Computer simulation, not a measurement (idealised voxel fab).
You're looking at the process module voxel plated lines.
Displayed cross-section: cut, width of 255 nm, square cells sized 5 nm.
Cross-section = grid of square cells, listed top down in bands; band = one or more rows. What a band's entry tells you: where the top is and where the bottom is, as heights in nm, and after that what lies inside, material by material from left to right, each with its width in nm. Empty space is written as the word "blank", and a single material marked with the word "edge to edge" occupies the band from edge to edge. Below 0: as-received wafer, all one material; heights counted from there. Lowest band: no bottom, goes on down, written "from 0 down". When a width is written as two numbers, as in "30 to 40", the first number is the width in the top row of cells of the band and the second is the width in its bottom row, and the width changes by the same amount from each row to the next. The cross-section has no changed cell in any step marked "remained the same". "Enclosed void list" specifies each empty space that is not open to the top and that occupies no fewer than 8 cells, using the form width x height at distance, the distance measured from the left edge and all three quantities in nm. What comes after the settings on a step's line is commentary from the simulator itself on that step. Regarding "overlay nm": on a step with a mask, it is the distance the mask lay to the right of its planned place; a negative value places it to the left.
THIS SECTION LISTS THE PROCESS STEPS THAT WERE PLANNED
- 1: RECEIVE, material Si
- 2: CONFORMAL_DEP, material Al2O3, thk nm 10
- 3: DIRECTIONAL_DEP, material TiN, thk nm 5
- 4: PATTERN, tone open, mask id LINES, material resist, width nm 20, pitch nm 50, thk nm 20, overlay nm 0
- 5: EPI, material Ru, thk nm 5
- 6: STRIP, etch materials resist
- 7: DIRECTIONAL_ETCH, etch materials TiN, depth nm 5
- 8: CONFORMAL_DEP, material SiCN, thk nm 5
CONCERNING THE FIRST OF TWO WAFERS, WHICH WAS RUN IN ACCORDANCE WITH THE PLAN
DELIVERED WAFER IN CROSS-SECTION: STATE AFTER STEP 1
- from 0 down | Si edge to edge
- Enclosed void list: none
AFTER STEP 2: WAFER CROSS-SECTION
- from 10 to 0 | Al2O3 edge to edge
- Beneath the level 0, the cross-section is identical to its previous state.
AFTER STEP 3: WAFER CROSS-SECTION
- from 15 to 10 | TiN edge to edge
- Beneath the level 10, the cross-section is identical to its previous state.
AFTER STEP 4: WAFER CROSS-SECTION
- from 35 to 15 | 90 nm resist  20 nm blank  30 nm resist  20 nm blank  95 nm resist
- Beneath the level 15, the cross-section is identical to its previous state.
AFTER STEP 5: WAFER CROSS-SECTION
- from 35 to 20 | 90 nm resist  20 nm blank  30 nm resist  20 nm blank  95 nm resist
- from 20 to 15 | 90 nm resist  20 nm Ru  30 nm resist  20 nm Ru  95 nm resist
- Beneath the level 15, the cross-section is identical to its previous state.
AFTER STEP 6: WAFER CROSS-SECTION
- from 20 to 15 | 90 nm blank  20 nm Ru  30 nm blank  20 nm Ru  95 nm blank
- Beneath the level 15, the cross-section is identical to its previous state.
AFTER STEP 7: WAFER CROSS-SECTION
- from 20 to 15 | 90 nm blank  20 nm Ru  30 nm blank  20 nm Ru  95 nm blank
- from 15 to 10 | 90 nm blank  20 nm TiN  30 nm blank  20 nm TiN  95 nm blank
- Beneath the level 10, the cross-section is identical to its previous state.
AFTER STEP 8: WAFER CROSS-SECTION
- from 25 to 20 | 85 nm blank  30 nm SiCN  20 nm blank  30 nm SiCN  90 nm blank
- from 20 to 15 | 85 nm blank  5 nm SiCN  20 nm Ru  5 nm SiCN  20 nm blank  5 nm SiCN  20 nm Ru  5 nm SiCN  90 nm blank
- from 15 to 10 | 90 nm SiCN  20 nm TiN  30 nm SiCN  20 nm TiN  95 nm SiCN
- Beneath the level 10, the cross-section is identical to its previous state.
THE SECOND WAFER: COMMON ORIGIN AND PLAN, ONE MISTAKE IN EXECUTION, IDENTICAL TO THE FIRST THROUGH STEP 1
The second wafer in cross-section, at the planned close of step 2: remained the same
THE SECOND WAFER IN CROSS-SECTION, AT THE PLANNED CLOSE OF STEP 3
- from 5 to 0 | TiN edge to edge
- Beneath the level 0, the cross-section is identical to its previous state.
THE SECOND WAFER IN CROSS-SECTION, AT THE PLANNED CLOSE OF STEP 4
- from 25 to 5 | 90 nm resist  20 nm blank  30 nm resist  20 nm blank  95 nm resist
- Beneath the level 5, the cross-section is identical to its previous state.
THE SECOND WAFER IN CROSS-SECTION, AT THE PLANNED CLOSE OF STEP 5
- from 25 to 10 | 90 nm resist  20 nm blank  30 nm resist  20 nm blank  95 nm resist
- from 10 to 5 | 90 nm resist  20 nm Ru  30 nm resist  20 nm Ru  95 nm resist
- Beneath the level 5, the cross-section is identical to its previous state.
THE SECOND WAFER IN CROSS-SECTION, AT THE PLANNED CLOSE OF STEP 6
- from 10 to 5 | 90 nm blank  20 nm Ru  30 nm blank  20 nm Ru  95 nm blank
- Beneath the level 5, the cross-section is identical to its previous state.
THE SECOND WAFER IN CROSS-SECTION, AT THE PLANNED CLOSE OF STEP 7
- from 10 to 5 | 90 nm blank  20 nm Ru  30 nm blank  20 nm Ru  95 nm blank
- from 5 to 0 | 90 nm blank  20 nm TiN  30 nm blank  20 nm TiN  95 nm blank
- Beneath the level 0, the cross-section is identical to its previous state.
THE SECOND WAFER IN CROSS-SECTION, AT THE PLANNED CLOSE OF STEP 8
- from 15 to 10 | 85 nm blank  30 nm SiCN  20 nm blank  30 nm SiCN  90 nm blank
- from 10 to 5 | 85 nm blank  5 nm SiCN  20 nm Ru  5 nm SiCN  20 nm blank  5 nm SiCN  20 nm Ru  5 nm SiCN  90 nm blank
- from 5 to 0 | 90 nm SiCN  20 nm TiN  30 nm SiCN  20 nm TiN  95 nm SiCN
- Beneath the level 0, the cross-section is identical to its previous state.
Deviation from plan: step 2 of the plan did not run at all; it was left out
Final difference in cells, second wafer against first, listed per material as more or fewer: Al2O3: 102 fewer
